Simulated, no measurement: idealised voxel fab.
The process module presented herein is designated voxel tone inversion.
Cross-section cut: width 175 nm, square cells of 5 nm.
Cross-section, as written here: a square-cell grid given band by band from the top down, where a band holds one or more rows of cells. The band entry comprises the height of the band's top followed by the height of its bottom, expressed in nm, and subsequently the band's materials from left to right, each stated together with its width in nm. Where a single material is marked with the word "everywhere", that material fills the band from edge to edge. The word "empty" represents empty space. Convention: height 0 is the level below which the wafer, as received, is all one material. The lowest band does not terminate at the bottom but continues downward, represented as "from 0 down". The width entry "30..40" should be interpreted row by row: the top row of cells in the band takes the first number, the bottom row takes the second number, and the change between adjacent rows is uniform throughout. No cell of the cross-section changed in a step that is given as "nothing different". This entry, "Closed void list", enumerates those empty regions of no fewer than 8 cells that possess no open connection to the top. Each region is reported in the form width x height at distance, the distance being taken from the left edge, with all three quantities expressed in nm. Past the settings on a step's line: simulator remark, on that step. Among the settings permitted on a step's line is "overlay nm"; applied to a step with a mask, it specifies the extent to which the mask lay to the right of its planned position, whereas a negative figure signifies a position to the left.

# The process steps that were planned are listed below
- 1: RECEIVE | material Si
- 2: CONFORMAL_DEP | material SiCN | thk nm 5
- 3: DIRECTIONAL_DEP | material aC | thk nm 25
- 4: PATTERN | tone cover | mask id POSTS | material resist | width nm 25 | pitch nm 55 | thk nm 35 | overlay nm 0
- 5: DIRECTIONAL_ETCH | etch materials aC | depth nm 25
- 6: STRIP | etch materials resist
- 7: FILL_DEP | material SiO2 | thk nm 5
- 8: CMP | height nm 30
- 9: STRIP | etch materials aC

# The following pertains to the first of two wafers, which was processed as planned

# The cross-section here shows the wafer as received, i.e. in its state after step 1
* from 0 down | Si everywhere
* Closed void list: none

# Sectional view: wafer, after step 2
* from 5 to 0 | SiCN everywhere
* For the remainder of the cross-section, below 0, there is no change.

# Sectional view: wafer, after step 3
* from 30 to 5 | aC everywhere
* For the remainder of the cross-section, below 5, there is no change.

# Sectional view: wafer, after step 4
* from 65 to 30 | empty 20  resist 25  empty 30  resist 25  empty 30  resist 25  empty 20
* For the remainder of the cross-section, below 30, there is no change.

# Sectional view: wafer, after step 5
* from 40 to 30 | empty 20  resist 25  empty 30  resist 25  empty 30  resist 25  empty 20
* from 30 to 5 | empty 20  aC 25  empty 30  aC 25  empty 30  aC 25  empty 20
* For the remainder of the cross-section, below 5, there is no change.

# Sectional view: wafer, after step 6
* from 30 to 5 | empty 20  aC 25  empty 30  aC 25  empty 30  aC 25  empty 20
* For the remainder of the cross-section, below 5, there is no change.

# Sectional view: wafer, after step 7
* from 35 to 30 | SiO2 everywhere
* from 30 to 5 | SiO2 20  aC 25  SiO2 30  aC 25  SiO2 30  aC 25  SiO2 20
* For the remainder of the cross-section, below 5, there is no change.

# Sectional view: wafer, after step 8
* from 30 to 5 | SiO2 20  aC 25  SiO2 30  aC 25  SiO2 30  aC 25  SiO2 20
* For the remainder of the cross-section, below 5, there is no change.

# Sectional view: wafer, after step 9
* from 30 to 5 | SiO2 20  empty 25  SiO2 30  empty 25  SiO2 30  empty 25  SiO2 20
* For the remainder of the cross-section, below 5, there is no change.

# What follows concerns the second wafer, which started out like the first and was meant to follow the very same plan; one mistake crept in when it was run, but everything up to and including step 3 is the same as for the first wafer

# Second wafer profile in section, at the moment step 4 of the plan was meant to be complete
* from 65 to 30 | empty 20  resist 30  empty 25  resist 30  empty 25  resist 30  empty 15
* For the remainder of the cross-section, below 30, there is no change.

# Second wafer profile in section, at the moment step 5 of the plan was meant to be complete
* from 40 to 30 | empty 20  resist 30  empty 25  resist 30  empty 25  resist 30  empty 15
* from 30 to 5 | empty 20  aC 30  empty 25  aC 30  empty 25  aC 30  empty 15
* For the remainder of the cross-section, below 5, there is no change.

# Second wafer profile in section, at the moment step 6 of the plan was meant to be complete
* from 30 to 5 | empty 20  aC 30  empty 25  aC 30  empty 25  aC 30  empty 15
* For the remainder of the cross-section, below 5, there is no change.

# Second wafer profile in section, at the moment step 7 of the plan was meant to be complete
* from 35 to 30 | SiO2 everywhere
* from 30 to 5 | SiO2 20  aC 30  SiO2 25  aC 30  SiO2 25  aC 30  SiO2 15
* For the remainder of the cross-section, below 5, there is no change.

# Second wafer profile in section, at the moment step 8 of the plan was meant to be complete
* from 30 to 5 | SiO2 20  aC 30  SiO2 25  aC 30  SiO2 25  aC 30  SiO2 15
* For the remainder of the cross-section, below 5, there is no change.

# Second wafer profile in section, at the moment step 9 of the plan was meant to be complete
* from 30 to 5 | SiO2 20  empty 30  SiO2 25  empty 30  SiO2 25  empty 30  SiO2 15
* For the remainder of the cross-section, below 5, there is no change.
The mistake made against the process plan was this: step 4: run off-plan, actual operation and settings PATTERN | tone cover | mask id POSTS | material resist | width nm 30 | pitch nm 55 | thk nm 35 | overlay nm 0
Final comparison by cell count, materials where the second wafer has more or fewer than the first: SiO2: 15 fewer
